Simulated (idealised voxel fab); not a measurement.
The process module presented herein is designated voxel tone inversion.
We display cut, a cross-section 220 nm in width whose square cells are each 5 nm.
Format of a cross-section: grid, square cells. Given as bands. Order: top down. Band: one or more rows of cells.
First you get the band's top height and its bottom height, in nm, and then the materials it's made of, left to right, with each width in nm. If you see a single material with "full width", that one covers the band edge to edge. "blank" is empty space.
Ref level 0: as-received wafer is one material below here. Bottom band extends down with no lower bound ("0 nm and below").
A two-number width, for instance "30 to 40", indicates that the width is equal to the first number in the top row of the band and to the second number in the bottom row, and that it changes by a constant amount per row of cells.
"changes: none" means the step left every cell of the cross-section as it was.
This entry, "Sealed voids", enumerates those empty regions of no fewer than 8 cells that possess no open connection to the top. Each region is reported in the form width x height at distance, the distance being taken from the left edge, with all three quantities expressed in nm.
Anything after a step's settings on that line? It's the simulator's own note about the step.
Each step line may optionally specify "overlay nm", which for a step with a mask gives the rightward distance between the mask's planned place and where it lay, a negative value indicating the leftward direction.
If you're wondering how to read the rest of this, here's the deal. It's pairs of cross-sections: one from before a process step, one from after it. The after one is only drawn as far down as the lowest band that changed. Right under each pair you'll see which step sits between them and what its settings were. Don't read the pairs as one continuous story, though. They can come from different runs of this module on the same starting wafer, and a pair only carries on from the one above it where its entry headed "Prior to processing" says so.
Prior to processing
* 0 nm and below | Si full width
* Sealed voids: none
Resulting Cross-Section
* 10 nm to 0 nm | SiCN full width
* Under 0: no change, same as before.
* Sealed voids: none
Going from one cross-section above to the next, the wafer undergoes CONFORMAL_DEP, material SiCN, thk nm 10
Prior to processing: The structure entering this step is exactly what the pair just above shows after its step.
Resulting Cross-Section
* 25 nm to 10 nm | polySi full width
* Under 10: no change, same as before.
* Sealed voids: none
Going from one cross-section above to the next, the wafer undergoes DIRECTIONAL_DEP, material polySi, thk nm 15
Prior to processing: The structure entering this step is exactly what the pair just above shows after its step.
Resulting Cross-Section
* 45 nm to 25 nm | 50 blank; 20 resist; 30 blank; 20 resist; 30 blank; 20 resist; 50 blank
* Under 25: no change, same as before.
* Sealed voids: none
Going from one cross-section above to the next, the wafer undergoes PATTERN, tone cover, mask id POSTS, material resist, width nm 20, pitch nm 50, thk nm 20, overlay nm 0
Prior to processing: The structure entering this step is exactly what the pair just above shows after its step.
Resulting Cross-Section
* 45 nm to 25 nm | 50 blank; 20 resist; 30 blank; 20 resist; 30 blank; 20 resist; 50 blank
* 25 nm to 10 nm | 50 blank; 20 polySi; 30 blank; 20 polySi; 30 blank; 20 polySi; 50 blank
* Under 10: no change, same as before.
* Sealed voids: none
Going from one cross-section above to the next, the wafer undergoes DIRECTIONAL_ETCH, etch materials polySi, depth nm 15
Prior to processing: The structure entering this step is exactly what the pair just above shows after its step.
Resulting Cross-Section
* 25 nm to 10 nm | 50 blank; 20 polySi; 30 blank; 20 polySi; 30 blank; 20 polySi; 50 blank
* Under 10: no change, same as before.
* Sealed voids: none
Going from one cross-section above to the next, the wafer undergoes STRIP, etch materials resist
Prior to processing: The structure entering this step is exactly what the pair just above shows after its step.
Resulting Cross-Section
* 35 nm to 25 nm | SiO2 full width
* 25 nm to 10 nm | 50 SiO2; 20 polySi; 30 SiO2; 20 polySi; 30 SiO2; 20 polySi; 50 SiO2
* Under 10: no change, same as before.
* Sealed voids: none
Going from one cross-section above to the next, the wafer undergoes FILL_DEP, material SiO2, thk nm 10
Prior to processing: The structure entering this step is exactly what the pair just above shows after its step.
Resulting Cross-Section
* 25 nm to 10 nm | 50 SiO2; 20 polySi; 30 SiO2; 20 polySi; 30 SiO2; 20 polySi; 50 SiO2
* Under 10: no change, same as before.
* Sealed voids: none
Going from one cross-section above to the next, the wafer undergoes CMP, height nm 25
Prior to processing: The structure entering this step is exactly what the pair just above shows after its step.
Resulting Cross-Section
* 25 nm to 10 nm | 50 SiO2; 20 blank; 30 SiO2; 20 blank; 30 SiO2; 20 blank; 50 SiO2
* Under 10: no change, same as before.
* Sealed voids: none
Going from one cross-section above to the next, the wafer undergoes STRIP, etch materials polySi
Prior to processing: The structure entering this step is exactly what the pair just above shows after its step.
Resulting Cross-Section
* 30 nm to 25 nm | 55 TiN; 10 blank; 40 TiN; 10 blank; 40 TiN; 10 blank; 55 TiN
* 25 nm to 15 nm | 50 SiO2; 5 TiN; 10 blank; 5 TiN; 30 SiO2; 5 TiN; 10 blank; 5 TiN; 30 SiO2; 5 TiN; 10 blank; 5 TiN; 50 SiO2
* 15 nm to 10 nm | 50 SiO2; 20 TiN; 30 SiO2; 20 TiN; 30 SiO2; 20 TiN; 50 SiO2
* Under 10: no change, same as before.
* Sealed voids: none
Going from one cross-section above to the next, the wafer undergoes CONFORMAL_DEP, material TiN, thk nm 5
Prior to processing: The structure entering this step is exactly what the pair just above shows after its step.
Resulting Cross-Section
* 35 nm to 30 nm | Ru full width
* 30 nm to 25 nm | 55 TiN; 10 Ru; 40 TiN; 10 Ru; 40 TiN; 10 Ru; 55 TiN
* 25 nm to 15 nm | 50 SiO2; 5 TiN; 10 Ru; 5 TiN; 30 SiO2; 5 TiN; 10 Ru; 5 TiN; 30 SiO2; 5 TiN; 10 Ru; 5 TiN; 50 SiO2
* Under 15: no change, same as before.
* Sealed voids: none
Going from one cross-section above to the next, the wafer undergoes FILL_DEP, material Ru, thk nm 5
Prior to processing: The structure entering this step is exactly what the pair just above shows after its step.
Resulting Cross-Section
* 25 nm to 15 nm | 50 SiO2; 5 TiN; 10 Ru; 5 TiN; 30 SiO2; 5 TiN; 10 Ru; 5 TiN; 30 SiO2; 5 TiN; 10 Ru; 5 TiN; 50 SiO2
* Under 15: no change, same as before.
* Sealed voids: none
Going from one cross-section above to the next, the wafer undergoes CMP, height nm 25
Prior to processing: The structure entering this step is exactly what the pair just above shows after its step.
Resulting Cross-Section
* 30 nm to 25 nm | SiN full width
* Under 25: no change, same as before.
* Sealed voids: none
Going from one cross-section above to the next, the wafer undergoes CONFORMAL_DEP, material SiN, thk nm 5
Prior to processing
* 0 nm and below | Si full width
* Sealed voids: none
Resulting Cross-Section
* 15 nm to 0 nm | polySi full width
* Under 0: no change, same as before.
* Sealed voids: none
Going from one cross-section above to the next, the wafer undergoes DIRECTIONAL_DEP, material polySi, thk nm 15
Prior to processing: The structure entering this step is exactly what the pair just above shows after its step.
Resulting Cross-Section
* 35 nm to 15 nm | 50 blank; 20 resist; 30 blank; 20 resist; 30 blank; 20 resist; 50 blank
* Under 15: no change, same as before.
* Sealed voids: none
Going from one cross-section above to the next, the wafer undergoes PATTERN, tone cover, mask id POSTS, material resist, width nm 20, pitch nm 50, thk nm 20, overlay nm 0
Prior to processing: The structure entering this step is exactly what the pair just above shows after its step.
Resulting Cross-Section
* 35 nm to 15 nm | 50 blank; 20 resist; 30 blank; 20 resist; 30 blank; 20 resist; 50 blank
* 15 nm to 0 nm | 50 blank; 20 polySi; 30 blank; 20 polySi; 30 blank; 20 polySi; 50 blank
* Under 0: no change, same as before.
* Sealed voids: none
Going from one cross-section above to the next, the wafer undergoes DIRECTIONAL_ETCH, etch materials polySi, depth nm 15
Prior to processing: The structure entering this step is exactly what the pair just above shows after its step.
Resulting Cross-Section
* 15 nm to 0 nm | 50 blank; 20 polySi; 30 blank; 20 polySi; 30 blank; 20 polySi; 50 blank
* Under 0: no change, same as before.
* Sealed voids: none
Going from one cross-section above to the next, the wafer undergoes STRIP, etch materials resist
Prior to processing: The structure entering this step is exactly what the pair just above shows after its step.
Resulting Cross-Section
* 25 nm to 15 nm | SiO2 full width
* 15 nm to 0 nm | 50 SiO2; 20 polySi; 30 SiO2; 20 polySi; 30 SiO2; 20 polySi; 50 SiO2
* Under 0: no change, same as before.
* Sealed voids: none
Going from one cross-section above to the next, the wafer undergoes FILL_DEP, material SiO2, thk nm 10
Prior to processing: The structure entering this step is exactly what the pair just above shows after its step.
Resulting Cross-Section
* 30 nm to 25 nm | TiN full width
* Under 25: no change, same as before.
* Sealed voids: none
Going from one cross-section above to the next, the wafer undergoes CONFORMAL_DEP, material TiN, thk nm 5
Prior to processing: The structure entering this step is exactly what the pair just above shows after its step.
Resulting Cross-Section
* 35 nm to 30 nm | Ru full width
* Under 30: no change, same as before.
* Sealed voids: none
Going from one cross-section above to the next, the wafer undergoes FILL_DEP, material Ru, thk nm 5
Prior to processing: The structure entering this step is exactly what the pair just above shows after its step.
Resulting Cross-Section
* 25 nm to 15 nm | SiO2 full width
* Under 15: no change, same as before.
* Sealed voids: none
Going from one cross-section above to the next, the wafer undergoes CMP, height nm 25
Prior to processing: The structure entering this step is exactly what the pair just above shows after its step.
Resulting Cross-Section
* 30 nm to 25 nm | SiN full width
* Under 25: no change, same as before.
* Sealed voids: none
Going from one cross-section above to the next, the wafer undergoes CONFORMAL_DEP, material SiN, thk nm 5
Prior to processing
* 35 nm to 25 nm | SiO2 full width
* 25 nm to 10 nm | 50 SiO2; 20 polySi; 30 SiO2; 20 polySi; 30 SiO2; 20 polySi; 50 SiO2
* 10 nm to 0 nm | SiCN full width
* 0 nm and below | Si full width
* Sealed voids: none
Resulting Cross-Section
* 45 nm to 25 nm | SiO2 full width
* Under 25: no change, same as before.
* Sealed voids: none
Going from one cross-section above to the next, the wafer undergoes FILL_DEP, material SiO2, thk nm 10
Prior to processing: The structure entering this step is exactly what the pair just above shows after its step.
Resulting Cross-Section
* 25 nm to 10 nm | 50 SiO2; 20 polySi; 30 SiO2; 20 polySi; 30 SiO2; 20 polySi; 50 SiO2
* Under 10: no change, same as before.
* Sealed voids: none
Going from one cross-section above to the next, the wafer undergoes CMP, height nm 25
Prior to processing
* 15 nm to 0 nm | polySi full width
* 0 nm and below | Si full width
* Sealed voids: none
Resulting Cross-Section
* 25 nm to 15 nm | SiCN full width
* Under 15: no change, same as before.
* Sealed voids: none
Going from one cross-section above to the next, the wafer undergoes CONFORMAL_DEP, material SiCN, thk nm 10
Prior to processing: The structure entering this step is exactly what the pair just above shows after its step.
Resulting Cross-Section
* 45 nm to 25 nm | 50 blank; 20 resist; 30 blank; 20 resist; 30 blank; 20 resist; 50 blank
* Under 25: no change, same as before.
* Sealed voids: none
Going from one cross-section above to the next, the wafer undergoes PATTERN, tone cover, mask id POSTS, material resist, width nm 20, pitch nm 50, thk nm 20, overlay nm 0
Prior to processing: The structure entering this step is exactly what the pair just above shows after its step.
Resulting Cross-Section
* 25 nm to 15 nm | SiCN full width
* Under 15: no change, same as before.
* Sealed voids: none
Going from one cross-section above to the next, the wafer undergoes STRIP, etch materials resist
Prior to processing: The structure entering this step is exactly what the pair just above shows after its step.
Resulting Cross-Section
* 35 nm to 25 nm | SiO2 full width
* Under 25: no change, same as before.
* Sealed voids: none
Going from one cross-section above to the next, the wafer undergoes FILL_DEP, material SiO2, thk nm 10
Prior to processing: The structure entering this step is exactly what the pair just above shows after its step.
Resulting Cross-Section
* 25 nm to 15 nm | SiCN full width
* Under 15: no change, same as before.
* Sealed voids: none
Going from one cross-section above to the next, the wafer undergoes CMP, height nm 25
Prior to processing: The structure entering this step is exactly what the pair just above shows after its step.
Resulting Cross-Section
* 30 nm to 25 nm | TiN full width
* Under 25: no change, same as before.
* Sealed voids: none
Going from one cross-section above to the next, the wafer undergoes CONFORMAL_DEP, material TiN, thk nm 5
Prior to processing: The structure entering this step is exactly what the pair just above shows after its step.
Resulting Cross-Section
* 35 nm to 30 nm | Ru full width
* Under 30: no change, same as before.
* Sealed voids: none
Going from one cross-section above to the next, the wafer undergoes FILL_DEP, material Ru, thk nm 5
Prior to processing: The structure entering this step is exactly what the pair just above shows after its step.
Resulting Cross-Section
* 25 nm to 15 nm | SiCN full width
* Under 15: no change, same as before.
* Sealed voids: none
Going from one cross-section above to the next, the wafer undergoes CMP, height nm 25
Prior to processing: The structure entering this step is exactly what the pair just above shows after its step.
Resulting Cross-Section
* 30 nm to 25 nm | SiN full width
* Under 25: no change, same as before.
* Sealed voids: none
Going from one cross-section above to the next, the wafer undergoes CONFORMAL_DEP, material SiN, thk nm 5
Prior to processing
* 0 nm and below | Si full width
* Sealed voids: none
Resulting Cross-Section
* 15 nm to 0 nm | SiCN full width
* Under 0: no change, same as before.
* Sealed voids: none
Going from one cross-section above to the next, the wafer undergoes CONFORMAL_DEP, material SiCN, thk nm 15
Prior to processing: The structure entering this step is exactly what the pair just above shows after its step.
Resulting Cross-Section
* 30 nm to 15 nm | polySi full width
* Under 15: no change, same as before.
* Sealed voids: none
Going from one cross-section above to the next, the wafer undergoes DIRECTIONAL_DEP, material polySi, thk nm 15
Prior to processing: The structure entering this step is exactly what the pair just above shows after its step.
Resulting Cross-Section
* 50 nm to 30 nm | 50 blank; 20 resist; 30 blank; 20 resist; 30 blank; 20 resist; 50 blank
* Under 30: no change, same as before.
* Sealed voids: none
Going from one cross-section above to the next, the wafer undergoes PATTERN, tone cover, mask id POSTS, material resist, width nm 20, pitch nm 50, thk nm 20, overlay nm 0
Prior to processing: The structure entering this step is exactly what the pair just above shows after its step.
Resulting Cross-Section
* 50 nm to 30 nm | 50 blank; 20 resist; 30 blank; 20 resist; 30 blank; 20 resist; 50 blank
* 30 nm to 15 nm | 50 blank; 20 polySi; 30 blank; 20 polySi; 30 blank; 20 polySi; 50 blank
* Under 15: no change, same as before.
* Sealed voids: none
Going from one cross-section above to the next, the wafer undergoes DIRECTIONAL_ETCH, etch materials polySi, depth nm 15
Prior to processing: The structure entering this step is exactly what the pair just above shows after its step.
Resulting Cross-Section
* 30 nm to 15 nm | 50 blank; 20 polySi; 30 blank; 20 polySi; 30 blank; 20 polySi; 50 blank
* Under 15: no change, same as before.
* Sealed voids: none
Going from one cross-section above to the next, the wafer undergoes STRIP, etch materials resist
Prior to processing: The structure entering this step is exactly what the pair just above shows after its step.
Resulting Cross-Section
* 40 nm to 30 nm | SiO2 full width
* 30 nm to 15 nm | 50 SiO2; 20 polySi; 30 SiO2; 20 polySi; 30 SiO2; 20 polySi; 50 SiO2
* Under 15: no change, same as before.
* Sealed voids: none
Going from one cross-section above to the next, the wafer undergoes FILL_DEP, material SiO2, thk nm 10
Prior to processing: The structure entering this step is exactly what the pair just above shows after its step.
Resulting Cross-Section
* 25 nm to 15 nm | 50 SiO2; 20 polySi; 30 SiO2; 20 polySi; 30 SiO2; 20 polySi; 50 SiO2
* Under 15: no change, same as before.
* Sealed voids: none
Going from one cross-section above to the next, the wafer undergoes CMP, height nm 25
Prior to processing: The structure entering this step is exactly what the pair just above shows after its step.
Resulting Cross-Section
* 25 nm to 15 nm | 50 SiO2; 20 blank; 30 SiO2; 20 blank; 30 SiO2; 20 blank; 50 SiO2
* Under 15: no change, same as before.
* Sealed voids: none
Going from one cross-section above to the next, the wafer undergoes STRIP, etch materials polySi
Prior to processing: The structure entering this step is exactly what the pair just above shows after its step.
Resulting Cross-Section
* 30 nm to 25 nm | 55 TiN; 10 blank; 40 TiN; 10 blank; 40 TiN; 10 blank; 55 TiN
* 25 nm to 20 nm | 50 SiO2; 5 TiN; 10 blank; 5 TiN; 30 SiO2; 5 TiN; 10 blank; 5 TiN; 30 SiO2; 5 TiN; 10 blank; 5 TiN; 50 SiO2
* 20 nm to 15 nm | 50 SiO2; 20 TiN; 30 SiO2; 20 TiN; 30 SiO2; 20 TiN; 50 SiO2
* Under 15: no change, same as before.
* Sealed voids: none
Going from one cross-section above to the next, the wafer undergoes CONFORMAL_DEP, material TiN, thk nm 5
Prior to processing: The structure entering this step is exactly what the pair just above shows after its step.
Resulting Cross-Section
* 35 nm to 30 nm | Ru full width
* 30 nm to 25 nm | 55 TiN; 10 Ru; 40 TiN; 10 Ru; 40 TiN; 10 Ru; 55 TiN
* 25 nm to 20 nm | 50 SiO2; 5 TiN; 10 Ru; 5 TiN; 30 SiO2; 5 TiN; 10 Ru; 5 TiN; 30 SiO2; 5 TiN; 10 Ru; 5 TiN; 50 SiO2
* Under 20: no change, same as before.
* Sealed voids: none
Going from one cross-section above to the next, the wafer undergoes FILL_DEP, material Ru, thk nm 5
Prior to processing: The structure entering this step is exactly what the pair just above shows after its step.
Resulting Cross-Section
* 25 nm to 20 nm | 50 SiO2; 5 TiN; 10 Ru; 5 TiN; 30 SiO2; 5 TiN; 10 Ru; 5 TiN; 30 SiO2; 5 TiN; 10 Ru; 5 TiN; 50 SiO2
* Under 20: no change, same as before.
* Sealed voids: none
Going from one cross-section above to the next, the wafer undergoes CMP, height nm 25
Prior to processing: The structure entering this step is exactly what the pair just above shows after its step.
Resulting Cross-Section
* 30 nm to 25 nm | SiN full width
* Under 25: no change, same as before.
* Sealed voids: none
Going from one cross-section above to the next, the wafer undergoes CONFORMAL_DEP, material SiN, thk nm 5
Prior to processing
* 25 nm to 10 nm | polySi full width
* 10 nm to 0 nm | SiCN full width
* 0 nm and below | Si full width
* Sealed voids: none
Resulting Cross-Section
* 45 nm to 25 nm | 45 blank; 30 resist; 20 blank; 30 resist; 20 blank; 30 resist; 45 blank
* Under 25: no change, same as before.
* Sealed voids: none
Going from one cross-section above to the next, the wafer undergoes PATTERN, tone cover, mask id POSTS, material resist, width nm 30, pitch nm 50, thk nm 20, overlay nm 0
Prior to processing: The structure entering this step is exactly what the pair just above shows after its step.
Resulting Cross-Section
* 45 nm to 25 nm | 45 blank; 30 resist; 20 blank; 30 resist; 20 blank; 30 resist; 45 blank
* 25 nm to 10 nm | 45 blank; 30 polySi; 20 blank; 30 polySi; 20 blank; 30 polySi; 45 blank
* Under 10: no change, same as before.
* Sealed voids: none
Going from one cross-section above to the next, the wafer undergoes DIRECTIONAL_ETCH, etch materials polySi, depth nm 15
Prior to processing: The structure entering this step is exactly what the pair just above shows after its step.
Resulting Cross-Section
* 25 nm to 10 nm | 45 blank; 30 polySi; 20 blank; 30 polySi; 20 blank; 30 polySi; 45 blank
* Under 10: no change, same as before.
* Sealed voids: none
Going from one cross-section above to the next, the wafer undergoes STRIP, etch materials resist
Prior to processing: The structure entering this step is exactly what the pair just above shows after its step.
Resulting Cross-Section
* 35 nm to 25 nm | SiO2 full width
* 25 nm to 10 nm | 45 SiO2; 30 polySi; 20 SiO2; 30 polySi; 20 SiO2; 30 polySi; 45 SiO2
* Under 10: no change, same as before.
* Sealed voids: none
Going from one cross-section above to the next, the wafer undergoes FILL_DEP, material SiO2, thk nm 10
Prior to processing: The structure entering this step is exactly what the pair just above shows after its step.
Resulting Cross-Section
* 25 nm to 10 nm | 45 SiO2; 30 polySi; 20 SiO2; 30 polySi; 20 SiO2; 30 polySi; 45 SiO2
* Under 10: no change, same as before.
* Sealed voids: none
Going from one cross-section above to the next, the wafer undergoes CMP, height nm 25
Prior to processing: The structure entering this step is exactly what the pair just above shows after its step.
Resulting Cross-Section
* 25 nm to 10 nm | 45 SiO2; 30 blank; 20 SiO2; 30 blank; 20 SiO2; 30 blank; 45 SiO2
* Under 10: no change, same as before.
* Sealed voids: none
Going from one cross-section above to the next, the wafer undergoes STRIP, etch materials polySi
Prior to processing: The structure entering this step is exactly what the pair just above shows after its step.
Resulting Cross-Section
* 30 nm to 25 nm | 50 TiN; 20 blank; 30 TiN; 20 blank; 30 TiN; 20 blank; 50 TiN
* 25 nm to 15 nm | 45 SiO2; 5 TiN; 20 blank; 5 TiN; 20 SiO2; 5 TiN; 20 blank; 5 TiN; 20 SiO2; 5 TiN; 20 blank; 5 TiN; 45 SiO2
* 15 nm to 10 nm | 45 SiO2; 30 TiN; 20 SiO2; 30 TiN; 20 SiO2; 30 TiN; 45 SiO2
* Under 10: no change, same as before.
* Sealed voids: none
Going from one cross-section above to the next, the wafer undergoes CONFORMAL_DEP, material TiN, thk nm 5
Prior to processing: The structure entering this step is exactly what the pair just above shows after its step.
Resulting Cross-Section
* 35 nm to 30 nm | Ru full width
* 30 nm to 25 nm | 50 TiN; 20 Ru; 30 TiN; 20 Ru; 30 TiN; 20 Ru; 50 TiN
* 25 nm to 15 nm | 45 SiO2; 5 TiN; 20 Ru; 5 TiN; 20 SiO2; 5 TiN; 20 Ru; 5 TiN; 20 SiO2; 5 TiN; 20 Ru; 5 TiN; 45 SiO2
* Under 15: no change, same as before.
* Sealed voids: none
Going from one cross-section above to the next, the wafer undergoes FILL_DEP, material Ru, thk nm 5
Prior to processing: The structure entering this step is exactly what the pair just above shows after its step.
Resulting Cross-Section
* 25 nm to 15 nm | 45 SiO2; 5 TiN; 20 Ru; 5 TiN; 20 SiO2; 5 TiN; 20 Ru; 5 TiN; 20 SiO2; 5 TiN; 20 Ru; 5 TiN; 45 SiO2
* Under 15: no change, same as before.
* Sealed voids: none
Going from one cross-section above to the next, the wafer undergoes CMP, height nm 25
Prior to processing: The structure entering this step is exactly what the pair just above shows after its step.
Resulting Cross-Section
* 30 nm to 25 nm | SiN full width
* Under 25: no change, same as before.
* Sealed voids: none
Going from one cross-section above to the next, the wafer undergoes CONFORMAL_DEP, material SiN, thk nm 5
Prior to processing
* 25 nm to 10 nm | polySi full width
* 10 nm to 0 nm | SiCN full width
* 0 nm and below | Si full width
* Sealed voids: none
Resulting Cross-Section
* 45 nm to 25 nm | 45 blank; 20 resist; 30 blank; 20 resist; 30 blank; 20 resist; 55 blank
* Under 25: no change, same as before.
* Sealed voids: none
Going from one cross-section above to the next, the wafer undergoes PATTERN, tone cover, mask id POSTS, material resist, width nm 20, pitch nm 50, thk nm 20, overlay nm -5
Prior to processing: The structure entering this step is exactly what the pair just above shows after its step.
Resulting Cross-Section
* 45 nm to 25 nm | 45 blank; 20 resist; 30 blank; 20 resist; 30 blank; 20 resist; 55 blank
* 25 nm to 10 nm | 45 blank; 20 polySi; 30 blank; 20 polySi; 30 blank; 20 polySi; 55 blank
* Under 10: no change, same as before.
* Sealed voids: none
Going from one cross-section above to the next, the wafer undergoes DIRECTIONAL_ETCH, etch materials polySi, depth nm 15
Prior to processing: The structure entering this step is exactly what the pair just above shows after its step.
Resulting Cross-Section
* 25 nm to 10 nm | 45 blank; 20 polySi; 30 blank; 20 polySi; 30 blank; 20 polySi; 55 blank
* Under 10: no change, same as before.
* Sealed voids: none
Going from one cross-section above to the next, the wafer undergoes STRIP, etch materials resist
Prior to processing: The structure entering this step is exactly what the pair just above shows after its step.
Resulting Cross-Section
* 35 nm to 25 nm | SiO2 full width
* 25 nm to 10 nm | 45 SiO2; 20 polySi; 30 SiO2; 20 polySi; 30 SiO2; 20 polySi; 55 SiO2
* Under 10: no change, same as before.
* Sealed voids: none
Going from one cross-section above to the next, the wafer undergoes FILL_DEP, material SiO2, thk nm 10
Prior to processing: The structure entering this step is exactly what the pair just above shows after its step.
Resulting Cross-Section
* 25 nm to 10 nm | 45 SiO2; 20 polySi; 30 SiO2; 20 polySi; 30 SiO2; 20 polySi; 55 SiO2
* Under 10: no change, same as before.
* Sealed voids: none
Going from one cross-section above to the next, the wafer undergoes CMP, height nm 25
Prior to processing: The structure entering this step is exactly what the pair just above shows after its step.
Resulting Cross-Section
* 25 nm to 10 nm | 45 SiO2; 20 blank; 30 SiO2; 20 blank; 30 SiO2; 20 blank; 55 SiO2
* Under 10: no change, same as before.
* Sealed voids: none
Going from one cross-section above to the next, the wafer undergoes STRIP, etch materials polySi
Prior to processing: The structure entering this step is exactly what the pair just above shows after its step.
Resulting Cross-Section
* 30 nm to 25 nm | 50 TiN; 10 blank; 40 TiN; 10 blank; 40 TiN; 10 blank; 60 TiN
* 25 nm to 15 nm | 45 SiO2; 5 TiN; 10 blank; 5 TiN; 30 SiO2; 5 TiN; 10 blank; 5 TiN; 30 SiO2; 5 TiN; 10 blank; 5 TiN; 55 SiO2
* 15 nm to 10 nm | 45 SiO2; 20 TiN; 30 SiO2; 20 TiN; 30 SiO2; 20 TiN; 55 SiO2
* Under 10: no change, same as before.
* Sealed voids: none
Going from one cross-section above to the next, the wafer undergoes CONFORMAL_DEP, material TiN, thk nm 5
Prior to processing: The structure entering this step is exactly what the pair just above shows after its step.
Resulting Cross-Section
* 35 nm to 30 nm | Ru full width
* 30 nm to 25 nm | 50 TiN; 10 Ru; 40 TiN; 10 Ru; 40 TiN; 10 Ru; 60 TiN
* 25 nm to 15 nm | 45 SiO2; 5 TiN; 10 Ru; 5 TiN; 30 SiO2; 5 TiN; 10 Ru; 5 TiN; 30 SiO2; 5 TiN; 10 Ru; 5 TiN; 55 SiO2
* Under 15: no change, same as before.
* Sealed voids: none
Going from one cross-section above to the next, the wafer undergoes FILL_DEP, material Ru, thk nm 5
Prior to processing: The structure entering this step is exactly what the pair just above shows after its step.
Resulting Cross-Section
* 25 nm to 15 nm | 45 SiO2; 5 TiN; 10 Ru; 5 TiN; 30 SiO2; 5 TiN; 10 Ru; 5 TiN; 30 SiO2; 5 TiN; 10 Ru; 5 TiN; 55 SiO2
* Under 15: no change, same as before.
* Sealed voids: none
Going from one cross-section above to the next, the wafer undergoes CMP, height nm 25
Prior to processing: The structure entering this step is exactly what the pair just above shows after its step.
Resulting Cross-Section
* 30 nm to 25 nm | SiN full width
* Under 25: no change, same as before.
* Sealed voids: none
Going from one cross-section above to the next, the wafer undergoes CONFORMAL_DEP, material SiN, thk nm 5
Prior to processing
* 25 nm to 10 nm | 50 blank; 20 polySi; 30 blank; 20 polySi; 30 blank; 20 polySi; 50 blank
* 10 nm to 0 nm | SiCN full width
* 0 nm and below | Si full width
* Sealed voids: none
Resulting Cross-Section
* 35 nm to 25 nm | Ru full width
* 25 nm to 10 nm | 50 Ru; 20 polySi; 30 Ru; 20 polySi; 30 Ru; 20 polySi; 50 Ru
* Under 10: no change, same as before.
* Sealed voids: none
Going from one cross-section above to the next, the wafer undergoes FILL_DEP, material Ru, thk nm 10
Prior to processing: The structure entering this step is exactly what the pair just above shows after its step.
Resulting Cross-Section
* 25 nm to 10 nm | 50 Ru; 20 polySi; 30 Ru; 20 polySi; 30 Ru; 20 polySi; 50 Ru
* Under 10: no change, same as before.
* Sealed voids: none
Going from one cross-section above to the next, the wafer undergoes CMP, height nm 25
Prior to processing: The structure entering this step is exactly what the pair just above shows after its step.
Resulting Cross-Section
* 25 nm to 10 nm | 50 Ru; 20 blank; 30 Ru; 20 blank; 30 Ru; 20 blank; 50 Ru
* Under 10: no change, same as before.
* Sealed voids: none
Going from one cross-section above to the next, the wafer undergoes STRIP, etch materials polySi
Prior to processing: The structure entering this step is exactly what the pair just above shows after its step.
Resulting Cross-Section
* 30 nm to 25 nm | 55 TiN; 10 blank; 40 TiN; 10 blank; 40 TiN; 10 blank; 55 TiN
* 25 nm to 15 nm | 50 Ru; 5 TiN; 10 blank; 5 TiN; 30 Ru; 5 TiN; 10 blank; 5 TiN; 30 Ru; 5 TiN; 10 blank; 5 TiN; 50 Ru
* 15 nm to 10 nm | 50 Ru; 20 TiN; 30 Ru; 20 TiN; 30 Ru; 20 TiN; 50 Ru
* Under 10: no change, same as before.
* Sealed voids: none
Going from one cross-section above to the next, the wafer undergoes CONFORMAL_DEP, material TiN, thk nm 5
Prior to processing: The structure entering this step is exactly what the pair just above shows after its step.
Resulting Cross-Section
* 35 nm to 30 nm | Ru full width
* 30 nm to 25 nm | 55 TiN; 10 Ru; 40 TiN; 10 Ru; 40 TiN; 10 Ru; 55 TiN
* 25 nm to 15 nm | 50 Ru; 5 TiN; 10 Ru; 5 TiN; 30 Ru; 5 TiN; 10 Ru; 5 TiN; 30 Ru; 5 TiN; 10 Ru; 5 TiN; 50 Ru
* Under 15: no change, same as before.
* Sealed voids: none
Going from one cross-section above to the next, the wafer undergoes FILL_DEP, material Ru, thk nm 5
Prior to processing: The structure entering this step is exactly what the pair just above shows after its step.
Resulting Cross-Section
* 25 nm to 15 nm | 50 Ru; 5 TiN; 10 Ru; 5 TiN; 30 Ru; 5 TiN; 10 Ru; 5 TiN; 30 Ru; 5 TiN; 10 Ru; 5 TiN; 50 Ru
* Under 15: no change, same as before.
* Sealed voids: none
Going from one cross-section above to the next, the wafer undergoes CMP, height nm 25
Prior to processing: The structure entering this step is exactly what the pair just above shows after its step.
Resulting Cross-Section
* 30 nm to 25 nm | SiN full width
* Under 25: no change, same as before.
* Sealed voids: none
Going from one cross-section above to the next, the wafer undergoes CONFORMAL_DEP, material SiN, thk nm 5
Prior to processing
* 25 nm to 10 nm | polySi full width
* 10 nm to 0 nm | SiCN full width
* 0 nm and below | Si full width
* Sealed voids: none
Resulting Cross-Section
* 45 nm to 25 nm | 50 resist; 20 blank; 30 resist; 20 blank; 30 resist; 20 blank; 50 resist
* Under 25: no change, same as before.
* Sealed voids: none
Going from one cross-section above to the next, the wafer undergoes PATTERN, tone open, mask id POSTS, material resist, width nm 20, pitch nm 50, thk nm 20, overlay nm 0
Prior to processing: The structure entering this step is exactly what the pair just above shows after its step.
Resulting Cross-Section
* 45 nm to 25 nm | 50 resist; 20 blank; 30 resist; 20 blank; 30 resist; 20 blank; 50 resist
* 25 nm to 10 nm | 50 polySi; 20 blank; 30 polySi; 20 blank; 30 polySi; 20 blank; 50 polySi
* Under 10: no change, same as before.
* Sealed voids: none
Going from one cross-section above to the next, the wafer undergoes DIRECTIONAL_ETCH, etch materials polySi, depth nm 15
Prior to processing: The structure entering this step is exactly what the pair just above shows after its step.
Resulting Cross-Section
* 25 nm to 10 nm | 50 polySi; 20 blank; 30 polySi; 20 blank; 30 polySi; 20 blank; 50 polySi
* Under 10: no change, same as before.
* Sealed voids: none
Going from one cross-section above to the next, the wafer undergoes STRIP, etch materials resist
Prior to processing: The structure entering this step is exactly what the pair just above shows after its step.
Resulting Cross-Section
* 35 nm to 25 nm | SiO2 full width
* 25 nm to 10 nm | 50 polySi; 20 SiO2; 30 polySi; 20 SiO2; 30 polySi; 20 SiO2; 50 polySi
* Under 10: no change, same as before.
* Sealed voids: none
Going from one cross-section above to the next, the wafer undergoes FILL_DEP, material SiO2, thk nm 10
Prior to processing: The structure entering this step is exactly what the pair just above shows after its step.
Resulting Cross-Section
* 25 nm to 10 nm | 50 polySi; 20 SiO2; 30 polySi; 20 SiO2; 30 polySi; 20 SiO2; 50 polySi
* Under 10: no change, same as before.
* Sealed voids: none
Going from one cross-section above to the next, the wafer undergoes CMP, height nm 25
Prior to processing: The structure entering this step is exactly what the pair just above shows after its step.
Resulting Cross-Section
* 25 nm to 10 nm | 50 blank; 20 SiO2; 30 blank; 20 SiO2; 30 blank; 20 SiO2; 50 blank
* Under 10: no change, same as before.
* Sealed voids: none
Going from one cross-section above to the next, the wafer undergoes STRIP, etch materials polySi
